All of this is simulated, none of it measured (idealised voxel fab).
Documented hereafter: the process module known as voxel double patterning.
Cross-sectional view cut (width: 175 nm; square cell size: 5 nm).
Just so we're on the same page, the cross-sections are grids of square cells, and they're listed out in bands top to bottom, each band one or more rows deep.
Each band's line starts with the height of the band's top and of its bottom, in nm. Then come its materials from left to right, each with its width in nm. One material with "edge to edge" fills the band from edge to edge. "empty" is empty space.
Note: height 0 marks the level under which the wafer is uniformly one material as received. Lowest band unbounded below, written "0 nm and below".
A width such as "30..40" changes by the same amount from each row of cells to the next, from the band's top row to its bottom row.
"remained the same" after a step means that no cell of the cross-section changed.
Empty spaces counting at least 8 cells and having no open way to the top are listed in "Closed voids list". The notation width x height at distance is used for each, the distance being from the left edge and all three values in nm.
after a step's settings: what the simulator itself notes on the step
overlay nm: step with mask; distance mask lay right of planned place; negative value = left of planned place.

Process steps foreseen in the plan:
| 1 | op RECEIVE | material Si |
| 2 | op CONFORMAL_DEP | material SiN | thk nm 5 |
| 3 | op DIRECTIONAL_DEP | material SiO2 | thk nm 20 |
| 4 | op DIRECTIONAL_DEP | material SiCN | thk nm 5 |
| 5 | op DIRECTIONAL_DEP | material aC | thk nm 15 |
| 6 | op PATTERN | tone open | mask id FIRST | material resist | width nm 15 | pitch nm 50 | thk nm 30 | overlay nm 0 |
| 7 | op DIRECTIONAL_ETCH | etch materials aC | depth nm 15 |
| 8 | op STRIP | etch materials resist |
| 9 | op DIRECTIONAL_ETCH | etch materials SiCN | depth nm 5 |
| 10 | op STRIP | etch materials aC |
| 11 | op DIRECTIONAL_DEP | material aC | thk nm 10 |
| 12 | op PATTERN | tone open | mask id SECOND | material resist | width nm 15 | thk nm 30 | overlay nm 0 |
| 13 | op DIRECTIONAL_ETCH | etch materials aC | depth nm 10 |
| 14 | op STRIP | etch materials resist |
| 15 | op DIRECTIONAL_ETCH | etch materials SiCN | depth nm 5 |
| 16 | op STRIP | etch materials aC |
| 17 | op DIRECTIONAL_ETCH | etch materials SiO2 | depth nm 20 |
| 18 | op STRIP | etch materials SiCN |

Run as planned: first of two wafers:

Cross-section of the wafer as it came to us, i.e., already through step 1:
  0 nm and below | Si edge to edge
  Closed voids list: none

The following cross-section depicts the wafer upon completion of step 2:
  5 nm to 0 nm | SiN edge to edge
  Below 0, no change.

The following cross-section depicts the wafer upon completion of step 3:
  25 nm to 5 nm | SiO2 edge to edge
  Below 5, no change.

The following cross-section depicts the wafer upon completion of step 4:
  30 nm to 25 nm | SiCN edge to edge
  Below 25, no change.

The following cross-section depicts the wafer upon completion of step 5:
  45 nm to 30 nm | aC edge to edge
  Below 30, no change.

The following cross-section depicts the wafer upon completion of step 6:
  75 nm to 45 nm | resist 55  empty 15  resist 35  empty 15  resist 55
  Below 45, no change.

The following cross-section depicts the wafer upon completion of step 7:
  60 nm to 45 nm | resist 55  empty 15  resist 35  empty 15  resist 55
  45 nm to 30 nm | aC 55  empty 15  aC 35  empty 15  aC 55
  Below 30, no change.

The following cross-section depicts the wafer upon completion of step 8:
  45 nm to 30 nm | aC 55  empty 15  aC 35  empty 15  aC 55
  Below 30, no change.

The following cross-section depicts the wafer upon completion of step 9:
  45 nm to 30 nm | aC 55  empty 15  aC 35  empty 15  aC 55
  30 nm to 25 nm | SiCN 55  empty 15  SiCN 35  empty 15  SiCN 55
  Below 25, no change.

The following cross-section depicts the wafer upon completion of step 10:
  30 nm to 25 nm | SiCN 55  empty 15  SiCN 35  empty 15  SiCN 55
  Below 25, no change.

The following cross-section depicts the wafer upon completion of step 11:
  40 nm to 35 nm | aC 55  empty 15  aC 35  empty 15  aC 55
  35 nm to 30 nm | aC edge to edge
  30 nm to 25 nm | SiCN 55  aC 15  SiCN 35  aC 15  SiCN 55
  Below 25, no change.

The following cross-section depicts the wafer upon completion of step 12:
  70 nm to 40 nm | resist 80  empty 15  resist 80
  40 nm to 35 nm | aC 55  resist 15  aC 35  resist 15  aC 55
  Below 35, no change.

The following cross-section depicts the wafer upon completion of step 13:
  60 nm to 40 nm | resist 80  empty 15  resist 80
  40 nm to 35 nm | aC 55  resist 15  aC 10  empty 15  aC 10  resist 15  aC 55
  35 nm to 30 nm | aC 80  empty 15  aC 80
  Below 30, no change.

The following cross-section depicts the wafer upon completion of step 14:
  40 nm to 35 nm | aC 55  empty 15  aC 10  empty 15  aC 10  empty 15  aC 55
  Below 35, no change.

The following cross-section depicts the wafer upon completion of step 15:
  40 nm to 35 nm | aC 55  empty 15  aC 10  empty 15  aC 10  empty 15  aC 55
  35 nm to 30 nm | aC 80  empty 15  aC 80
  30 nm to 25 nm | SiCN 55  aC 15  SiCN 10  empty 15  SiCN 10  aC 15  SiCN 55
  Below 25, no change.

The following cross-section depicts the wafer upon completion of step 16:
  30 nm to 25 nm | SiCN 55  empty 15  SiCN 10  empty 15  SiCN 10  empty 15  SiCN 55
  Below 25, no change.

The following cross-section depicts the wafer upon completion of step 17:
  30 nm to 25 nm | SiCN 55  empty 15  SiCN 10  empty 15  SiCN 10  empty 15  SiCN 55
  25 nm to 5 nm | SiO2 55  empty 15  SiO2 10  empty 15  SiO2 10  empty 15  SiO2 55
  Below 5, no change.

The following cross-section depicts the wafer upon completion of step 18:
  25 nm to 5 nm | SiO2 55  empty 15  SiO2 10  empty 15  SiO2 10  empty 15  SiO2 55
  Below 5, no change.

Regarding the second of the two wafers: it shared the first wafer's starting condition and process plan, yet one error occurred during its execution. Its history coincides with that of the first wafer up to and including step 2:

Cross-sectional view of the second wafer at the intended end time of process step 3:
  45 nm to 5 nm | SiO2 edge to edge
  Below 5, no change.

Cross-sectional view of the second wafer at the intended end time of process step 4:
  50 nm to 45 nm | SiCN edge to edge
  Below 45, no change.

Cross-sectional view of the second wafer at the intended end time of process step 5:
  65 nm to 50 nm | aC edge to edge
  Below 50, no change.

Cross-sectional view of the second wafer at the intended end time of process step 6:
  95 nm to 65 nm | resist 55  empty 15  resist 35  empty 15  resist 55
  Below 65, no change.

Cross-sectional view of the second wafer at the intended end time of process step 7:
  80 nm to 65 nm | resist 55  empty 15  resist 35  empty 15  resist 55
  65 nm to 50 nm | aC 55  empty 15  aC 35  empty 15  aC 55
  Below 50, no change.

Cross-sectional view of the second wafer at the intended end time of process step 8:
  65 nm to 50 nm | aC 55  empty 15  aC 35  empty 15  aC 55
  Below 50, no change.

Cross-sectional view of the second wafer at the intended end time of process step 9:
  65 nm to 50 nm | aC 55  empty 15  aC 35  empty 15  aC 55
  50 nm to 45 nm | SiCN 55  empty 15  SiCN 35  empty 15  SiCN 55
  Below 45, no change.

Cross-sectional view of the second wafer at the intended end time of process step 10:
  50 nm to 45 nm | SiCN 55  empty 15  SiCN 35  empty 15  SiCN 55
  Below 45, no change.

Cross-sectional view of the second wafer at the intended end time of process step 11:
  60 nm to 55 nm | aC 55  empty 15  aC 35  empty 15  aC 55
  55 nm to 50 nm | aC edge to edge
  50 nm to 45 nm | SiCN 55  aC 15  SiCN 35  aC 15  SiCN 55
  Below 45, no change.

Cross-sectional view of the second wafer at the intended end time of process step 12:
  90 nm to 60 nm | resist 80  empty 15  resist 80
  60 nm to 55 nm | aC 55  resist 15  aC 35  resist 15  aC 55
  Below 55, no change.

Cross-sectional view of the second wafer at the intended end time of process step 13:
  80 nm to 60 nm | resist 80  empty 15  resist 80
  60 nm to 55 nm | aC 55  resist 15  aC 10  empty 15  aC 10  resist 15  aC 55
  55 nm to 50 nm | aC 80  empty 15  aC 80
  Below 50, no change.

Cross-sectional view of the second wafer at the intended end time of process step 14:
  60 nm to 55 nm | aC 55  empty 15  aC 10  empty 15  aC 10  empty 15  aC 55
  Below 55, no change.

Cross-sectional view of the second wafer at the intended end time of process step 15:
  60 nm to 55 nm | aC 55  empty 15  aC 10  empty 15  aC 10  empty 15  aC 55
  55 nm to 50 nm | aC 80  empty 15  aC 80
  50 nm to 45 nm | SiCN 55  aC 15  SiCN 10  empty 15  SiCN 10  aC 15  SiCN 55
  Below 45, no change.

Cross-sectional view of the second wafer at the intended end time of process step 16:
  50 nm to 45 nm | SiCN 55  empty 15  SiCN 10  empty 15  SiCN 10  empty 15  SiCN 55
  Below 45, no change.

Cross-sectional view of the second wafer at the intended end time of process step 17:
  50 nm to 45 nm | SiCN 55  empty 15  SiCN 10  empty 15  SiCN 10  empty 15  SiCN 55
  45 nm to 25 nm | SiO2 55  empty 15  SiO2 10  empty 15  SiO2 10  empty 15  SiO2 55
  Below 25, no change.

Cross-sectional view of the second wafer at the intended end time of process step 18:
  45 nm to 25 nm | SiO2 55  empty 15  SiO2 10  empty 15  SiO2 10  empty 15  SiO2 55
  Below 25, no change.
The mistake made against the process plan was this: execution of plan step 3 occurred twice
Counted in cells at the end, the second wafer holds more or fewer of these materials than the first: +140 SiO2
